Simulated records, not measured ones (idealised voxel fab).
process module | voxel ribs on slabs
cross-section cut | 285 nm wide | cells 5 nm
A cross-section is a grid of square cells, given in bands from the top down. A band is one or more rows of cells.
Each band's line starts with the height of the band's top and of its bottom, in nm. Then come its materials from left to right, each with its width in nm. One material with "throughout" fills the band from edge to edge. "air" is empty space.
Height 0 is the level under which the wafer as received is all one material. The lowest band goes on downwards, as in "0 down".
A width such as "30 to 40" changes by the same amount from each row of cells to the next, from the band's top row to its bottom row.
"no change" after a step means that no cell of the cross-section changed.
closed voids: empty space of 8 cells or more with no open way to the top, each as width x height at its distance from the left edge, in nm
after a step's settings: what the simulator itself notes on the step
overlay nm, on a step with a mask: how far to the right of its planned place the mask lay; to the left if negative
plan
1 op RECEIVE | material Si
2 op DIRECTIONAL_DEP | material SiO2 | thk nm 20
3 op DIRECTIONAL_DEP | material polySi | thk nm 15
4 op PATTERN | tone cover | mask id RIB | material resist | width nm 20 | thk nm 15 | overlay nm 0
5 op DIRECTIONAL_ETCH | etch materials polySi | depth nm 5
6 op STRIP | etch materials resist
7 op MASKED_ETCH | tone cover | mask id SLAB | width nm 60 | etch materials polySi | depth nm 10 | overlay nm -15
8 op FILL_DEP | material SiO2 | thk nm 20
9 op CMP | height nm 50
10 op DIRECTIONAL_DEP | material TiN | thk nm 5
11 op PATTERN | tone cover | mask id HEATER | material resist | width nm 30 | thk nm 20 | overlay nm 0
12 op DIRECTIONAL_ETCH | etch materials TiN | depth nm 5
13 op STRIP | etch materials resist
14 op CONFORMAL_DEP | material SiN | thk nm 10
varied across the wafers: overlay nm of step 7. The plan shows the first wafer's value. All wafers start alike
first wafer as received, after step 1
  0 down: Si throughout
  closed voids: none
first wafer at the end, after step 14
  65 to 60: air 115 | SiN 50 | air 120
  60 to 55: SiN throughout
  55 to 50: SiN 125 | TiN 30 | SiN 130
  50 to 35: SiO2 throughout
  35 to 30: SiO2 130 | polySi 20 | SiO2 135
  30 to 20: SiO2 95 | polySi 60 | SiO2 130
  20 to 0: SiO2 throughout
  0 down: Si throughout
  closed voids: none
last wafer at the end
  65 to 60: air 115 | SiN 50 | air 120
  60 to 55: SiN throughout
  55 to 50: SiN 125 | TiN 30 | SiN 130
  50 to 35: SiO2 throughout
  35 to 30: SiO2 130 | polySi 20 | SiO2 135
  30 to 20: SiO2 125 | polySi 60 | SiO2 100
  20 to 0: SiO2 throughout
  0 down: Si throughout
  closed voids: none
each wafer at the end: cells of each material gained (+) or lost (-) since it was received, then its closed voids
overlay nm -15 | +118 SiN | +542 SiO2 | +6 TiN | +28 polySi | closed voids: none
overlay nm -10 | +118 SiN | +542 SiO2 | +6 TiN | +28 polySi | closed voids: none
overlay nm -5 | +118 SiN | +542 SiO2 | +6 TiN | +28 polySi | closed voids: none
overlay nm 0 | +118 SiN | +542 SiO2 | +6 TiN | +28 polySi | closed voids: none
overlay nm 5 | +118 SiN | +542 SiO2 | +6 TiN | +28 polySi | closed voids: none
overlay nm 10 | +118 SiN | +542 SiO2 | +6 TiN | +28 polySi | closed voids: none
overlay nm 15 | +118 SiN | +542 SiO2 | +6 TiN | +28 polySi | closed voids: none
